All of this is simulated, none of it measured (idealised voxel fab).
Process module, titled voxel fin reveal
The width of the displayed cross-section, cut, is 285 nm; its cells are square, with a size of 5 nm.
If you're reading a cross-section in this doc, picture square cells in a grid; it comes to you as bands, top ones listed first down to the bottom, and a band can be one or more rows of cells.
Per band: top height and bottom height in nm, followed by the left-to-right materials and their widths in nm; "throughout" marks a single material spanning edge to edge, "blank" marks empty space.
Counting heights begins at 0, where everything beneath is, in the wafer as received, one material. The lowest band has no bottom; it goes on downwards, as "0 nm and below" shows.
Note: "30 to 40" means the width goes from the first number (top row of the band) to the second number (bottom row) in equal steps per row of cells.
What does "changes: none" mean for a step? It means no cell of the cross-section changed in that step.
In "Closed void list" the enclosed voids are listed, meaning empty spaces of 8 cells or larger without any opening to the top. The form is width x height at distance, distance from the left edge, units nm.
Step line, after settings: the simulator's comment on this step.
The line of a step may include "overlay nm". On a step with a mask, this value is how far to the right of its planned place the mask lay. A negative value means the mask lay to the left.

THE STEPS PLANNED FOR THE PROCESS ARE AS FOLLOWS
step 1: RECEIVE (material Si)
step 2: CONFORMAL_DEP (material SiN; thk nm 10)
step 3: MASKED_ETCH (tone cover; mask id FINS; width nm 15; pitch nm 35; etch materials SiN; depth nm 10; overlay nm 0)
step 4: MASKED_ETCH (tone cover; mask id FINS; width nm 15; pitch nm 35; etch materials Si; depth nm 30; overlay nm 0)
step 5: OXIDIZE (depth nm 5)
step 6: FILL_DEP (material SiO2; thk nm 15)
step 7: CMP (height nm 10)
step 8: SELECTIVE_ETCH (etch materials SiO2; depth nm 20)
step 9: STRIP (etch materials SiN)
step 10: CONFORMAL_DEP (material SiO2; thk nm 5)

FIRST OF TWO WAFERS, WITH THE RUN CARRIED OUT AS PLANNED

CROSS-SECTION: WAFER ON ARRIVAL = AFTER STEP 1
* 0 nm and below | Si throughout
* Closed void list: none

AFTER STEP 2, IN CROSS-SECTION
* 10 nm to 0 nm | SiN throughout
* Beneath the level 0, the cross-section is identical to its previous state.

AFTER STEP 3, IN CROSS-SECTION
* 10 nm to 0 nm | blank 80, then SiN 15, then blank 20, then SiN 15, then blank 20, then SiN 15, then blank 20, then SiN 15, then blank 85
* Beneath the level 0, the cross-section is identical to its previous state.

AFTER STEP 4, IN CROSS-SECTION
* 10 nm to 0 nm | blank 80, then SiN 15, then blank 20, then SiN 15, then blank 20, then SiN 15, then blank 20, then SiN 15, then blank 85
* 0 nm to -30 nm | blank 80, then Si 15, then blank 20, then Si 15, then blank 20, then Si 15, then blank 20, then Si 15, then blank 85
* Beneath the level -30, the cross-section is identical to its previous state.

AFTER STEP 5, IN CROSS-SECTION
* 10 nm to 0 nm | blank 80, then SiN 15, then blank 20, then SiN 15, then blank 20, then SiN 15, then blank 20, then SiN 15, then blank 85
* 0 nm to -30 nm | blank 80, then SiO2 5, then Si 5, then SiO2 5, then blank 20, then SiO2 5, then Si 5, then SiO2 5, then blank 20, then SiO2 5, then Si 5, then SiO2 5, then blank 20, then SiO2 5, then Si 5, then SiO2 5, then blank 85
* -30 nm to -35 nm | SiO2 85, then Si 5, then SiO2 30, then Si 5, then SiO2 30, then Si 5, then SiO2 30, then Si 5, then SiO2 90
* Beneath the level -35, the cross-section is identical to its previous state.

AFTER STEP 6, IN CROSS-SECTION
* 25 nm to 10 nm | SiO2 throughout
* 10 nm to 0 nm | SiO2 80, then SiN 15, then SiO2 20, then SiN 15, then SiO2 20, then SiN 15, then SiO2 20, then SiN 15, then SiO2 85
* 0 nm to -35 nm | SiO2 85, then Si 5, then SiO2 30, then Si 5, then SiO2 30, then Si 5, then SiO2 30, then Si 5, then SiO2 90
* Beneath the level -35, the cross-section is identical to its previous state.

AFTER STEP 7, IN CROSS-SECTION
* 10 nm to 0 nm | SiO2 80, then SiN 15, then SiO2 20, then SiN 15, then SiO2 20, then SiN 15, then SiO2 20, then SiN 15, then SiO2 85
* Beneath the level 0, the cross-section is identical to its previous state.

AFTER STEP 8, IN CROSS-SECTION
* 10 nm to 0 nm | blank 80, then SiN 15, then blank 20, then SiN 15, then blank 20, then SiN 15, then blank 20, then SiN 15, then blank 85
* 0 nm to -10 nm | blank 85, then Si 5, then blank 30, then Si 5, then blank 30, then Si 5, then blank 30, then Si 5, then blank 90
* Beneath the level -10, the cross-section is identical to its previous state.

AFTER STEP 9, IN CROSS-SECTION
* 0 nm to -10 nm | blank 85, then Si 5, then blank 30, then Si 5, then blank 30, then Si 5, then blank 30, then Si 5, then blank 90
* Beneath the level -10, the cross-section is identical to its previous state.

AFTER STEP 10, IN CROSS-SECTION
* 5 nm to 0 nm | blank 80, then SiO2 15, then blank 20, then SiO2 15, then blank 20, then SiO2 15, then blank 20, then SiO2 15, then blank 85
* 0 nm to -5 nm | blank 80, then SiO2 5, then Si 5, then SiO2 5, then blank 20, then SiO2 5, then Si 5, then SiO2 5, then blank 20, then SiO2 5, then Si 5, then SiO2 5, then blank 20, then SiO2 5, then Si 5, then SiO2 5, then blank 85
* -5 nm to -35 nm | SiO2 85, then Si 5, then SiO2 30, then Si 5, then SiO2 30, then Si 5, then SiO2 30, then Si 5, then SiO2 90
* Beneath the level -35, the cross-section is identical to its previous state.

SECOND WAFER (IDENTICAL START AND PLAN, ONE PROCESSING ERROR; MATCHES FIRST WAFER THROUGH STEP 2)

SECOND WAFER, CUT VIEW, END OF STEP 3 PER PLAN
* 10 nm to 0 nm | blank 80, then SiN 20, then blank 15, then SiN 20, then blank 15, then SiN 20, then blank 15, then SiN 20, then blank 80
* Beneath the level 0, the cross-section is identical to its previous state.

SECOND WAFER, CUT VIEW, END OF STEP 4 PER PLAN
* 10 nm to 0 nm | blank 80, then SiN 20, then blank 15, then SiN 20, then blank 15, then SiN 20, then blank 15, then SiN 20, then blank 80
* 0 nm to -30 nm | blank 80, then Si 20, then blank 15, then Si 20, then blank 15, then Si 20, then blank 15, then Si 20, then blank 80
* Beneath the level -30, the cross-section is identical to its previous state.

SECOND WAFER, CUT VIEW, END OF STEP 5 PER PLAN
* 10 nm to 0 nm | blank 80, then SiN 20, then blank 15, then SiN 20, then blank 15, then SiN 20, then blank 15, then SiN 20, then blank 80
* 0 nm to -30 nm | blank 80, then SiO2 5, then Si 10, then SiO2 5, then blank 15, then SiO2 5, then Si 10, then SiO2 5, then blank 15, then SiO2 5, then Si 10, then SiO2 5, then blank 15, then SiO2 5, then Si 10, then SiO2 5, then blank 80
* -30 nm to -35 nm | SiO2 85, then Si 10, then SiO2 25, then Si 10, then SiO2 25, then Si 10, then SiO2 25, then Si 10, then SiO2 85
* Beneath the level -35, the cross-section is identical to its previous state.

SECOND WAFER, CUT VIEW, END OF STEP 6 PER PLAN
* 25 nm to 10 nm | SiO2 throughout
* 10 nm to 0 nm | SiO2 80, then SiN 20, then SiO2 15, then SiN 20, then SiO2 15, then SiN 20, then SiO2 15, then SiN 20, then SiO2 80
* 0 nm to -35 nm | SiO2 85, then Si 10, then SiO2 25, then Si 10, then SiO2 25, then Si 10, then SiO2 25, then Si 10, then SiO2 85
* Beneath the level -35, the cross-section is identical to its previous state.

SECOND WAFER, CUT VIEW, END OF STEP 7 PER PLAN
* 10 nm to 0 nm | SiO2 80, then SiN 20, then SiO2 15, then SiN 20, then SiO2 15, then SiN 20, then SiO2 15, then SiN 20, then SiO2 80
* Beneath the level 0, the cross-section is identical to its previous state.

SECOND WAFER, CUT VIEW, END OF STEP 8 PER PLAN
* 10 nm to 0 nm | blank 80, then SiN 20, then blank 15, then SiN 20, then blank 15, then SiN 20, then blank 15, then SiN 20, then blank 80
* 0 nm to -10 nm | blank 85, then Si 10, then blank 25, then Si 10, then blank 25, then Si 10, then blank 25, then Si 10, then blank 85
* Beneath the level -10, the cross-section is identical to its previous state.

SECOND WAFER, CUT VIEW, END OF STEP 9 PER PLAN
* 0 nm to -10 nm | blank 85, then Si 10, then blank 25, then Si 10, then blank 25, then Si 10, then blank 25, then Si 10, then blank 85
* Beneath the level -10, the cross-section is identical to its previous state.

SECOND WAFER, CUT VIEW, END OF STEP 10 PER PLAN
* 5 nm to 0 nm | blank 80, then SiO2 20, then blank 15, then SiO2 20, then blank 15, then SiO2 20, then blank 15, then SiO2 20, then blank 80
* 0 nm to -5 nm | blank 80, then SiO2 5, then Si 10, then SiO2 5, then blank 15, then SiO2 5, then Si 10, then SiO2 5, then blank 15, then SiO2 5, then Si 10, then SiO2 5, then blank 15, then SiO2 5, then Si 10, then SiO2 5, then blank 80
* -5 nm to -35 nm | SiO2 85, then Si 10, then SiO2 25, then Si 10, then SiO2 25, then Si 10, then SiO2 25, then Si 10, then SiO2 85
* Beneath the level -35, the cross-section is identical to its previous state.
Misprocessing identified: step 3 did not happen as planned, as run it was MASKED_ETCH (tone cover; mask id FINS; width nm 20; pitch nm 35; etch materials SiN; depth nm 10; overlay nm 0)
Per the end-of-run cell counts, the second wafer holds more or fewer of some materials than the first: 28 more of Si, 20 fewer of SiO2
